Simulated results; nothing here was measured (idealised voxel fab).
Process module heading - voxel capacitor over wiring
Section shown: cut. Width: 260 nm. Cell size: 5 nm, square.
Cross-section layout: square cells on a grid; listed as bands, top to bottom; a band spans one or more cell rows.
Band entry format. Leading values: height of top, height of bottom, nm. Remainder: materials in left-to-right order, each with its width in nm. Special words: "throughout" on a single material, which then fills the band edge to edge; "blank", empty space.
The reference from which all heights are counted is 0, the level beneath which the as-received wafer is entirely one material; the lowest band, having no lower bound, proceeds downward and is written after the example "z 0 and below".
When a width is written as two numbers, as in "30->40", the first number is the width in the top row of cells of the band and the second is the width in its bottom row, and the width changes by the same amount from each row to the next.
"left unchanged", as given for a step, is the statement that not any cell of the cross-section underwent a change during that step.
Voids not open to the top, 8 cells minimum: see "Closed void entries". Written width x height at distance; distance is from the left edge; nm.
Step line, after settings: the simulator's comment on this step.
Each step line may optionally specify "overlay nm", which for a step with a mask gives the rightward distance between the mask's planned place and where it lay, a negative value indicating the leftward direction.

These are the steps we planned for the process
1. RECEIVE (material Si)
2. CONFORMAL_DEP (material SiO2; thk nm 10)
3. CONFORMAL_DEP (material SiN; thk nm 5)
4. DIRECTIONAL_DEP (material SiO2; thk nm 20)
5. MASKED_ETCH (tone open; mask id METAL_1; width nm 25; pitch nm 75; etch materials SiO2; depth nm 20; overlay nm 0)
6. MASKED_ETCH (tone open; mask id METAL_1; width nm 25; pitch nm 75; etch materials SiN; depth nm 5; overlay nm 0)
7. CONFORMAL_DEP (material TiN; thk nm 5)
8. FILL_DEP (material Cu; thk nm 5)
9. CMP (height nm 35)
10. CONFORMAL_DEP (material SiCN; thk nm 5)
11. DIRECTIONAL_DEP (material SiO2; thk nm 20)
12. DIRECTIONAL_DEP (material aC; thk nm 10)
13. PATTERN (tone open; mask id PLUG_1; material resist; width nm 15; thk nm 25; overlay nm 0)
14. DIRECTIONAL_ETCH (etch materials aC; depth nm 10)
15. STRIP (etch materials resist)
16. DIRECTIONAL_ETCH (etch materials SiO2; depth nm 20)
17. DIRECTIONAL_ETCH (etch materials SiCN; depth nm 5)
18. STRIP (etch materials aC)
19. EPI (material Ru; thk nm 10)
20. EPI (material Ru; thk nm 10)
21. EPI (material Ru; thk nm 5)
22. DIRECTIONAL_DEP (material TiN; thk nm 5)
23. DIRECTIONAL_DEP (material HfO2; thk nm 5)
24. DIRECTIONAL_DEP (material TiN; thk nm 5)
25. PATTERN (tone cover; mask id UPPER_PLATE; material resist; width nm 55; thk nm 20; overlay nm 0)
26. DIRECTIONAL_ETCH (etch materials TiN; depth nm 5)
27. DIRECTIONAL_ETCH (etch materials HfO2; depth nm 5)
28. STRIP (etch materials resist)
29. PATTERN (tone cover; mask id LOWER_PLATE; material resist; width nm 65; thk nm 20; overlay nm 0)
30. DIRECTIONAL_ETCH (etch materials TiN; depth nm 5)
31. STRIP (etch materials resist)
32. FILL_DEP (material SiO2; thk nm 20)
33. CMP (height nm 90)
34. DIRECTIONAL_DEP (material aC; thk nm 15)
35. PATTERN (tone open; mask id PLUG_2; material resist; width nm 15; thk nm 35; overlay nm 0)
36. DIRECTIONAL_ETCH (etch materials aC; depth nm 15)
37. STRIP (etch materials resist)
38. DIRECTIONAL_ETCH (etch materials SiO2; depth nm 15)
39. STRIP (etch materials aC)
40. CONFORMAL_DEP (material TiN; thk nm 5)
41. FILL_DEP (material Ru; thk nm 5)
42. CMP (height nm 90)
43. CONFORMAL_DEP (material SiCN; thk nm 5)

Cross-section of the wafer as it came to us, i.e., already through step 1
  z 0 and below = Si throughout
  Closed void entries: none

Here's the wafer cut in cross-section after the module, started and planned just like above, except one thing was done wrong in the run
  z 95 to 90 = SiCN throughout
  z 90 to 80 = SiO2 100 / TiN 5 / Ru 5 / TiN 5 / SiO2 145
  z 80 to 70 = SiO2 100 / TiN 15->50 / SiO2 145->110
  z 70 to 65 = SiO2 100 / HfO2 55 / SiO2 105
  z 65 to 60 = SiO2 85 / TiN 70 / SiO2 105
  z 60 to 40 = SiO2 90 / Ru 15 / SiO2 155
  z 40 to 35 = SiCN 90 / Ru 15 / SiCN 155
  z 35 to 15 = SiO2 80 / TiN 5 / Cu 15 / TiN 5 / SiO2 50 / TiN 5 / Cu 15 / TiN 5 / SiO2 80
  z 15 to 10 = SiN 80 / TiN 25 / SiN 50 / TiN 25 / SiN 80
  z 10 to 0 = SiO2 throughout
  z 0 and below = Si throughout
  Closed void entries: none
What broke from the plan during processing? off-plan run, step 25, actual operation and settings PATTERN (tone cover; mask id UPPER_PLATE; material resist; width nm 55; thk nm 20; overlay nm 10)
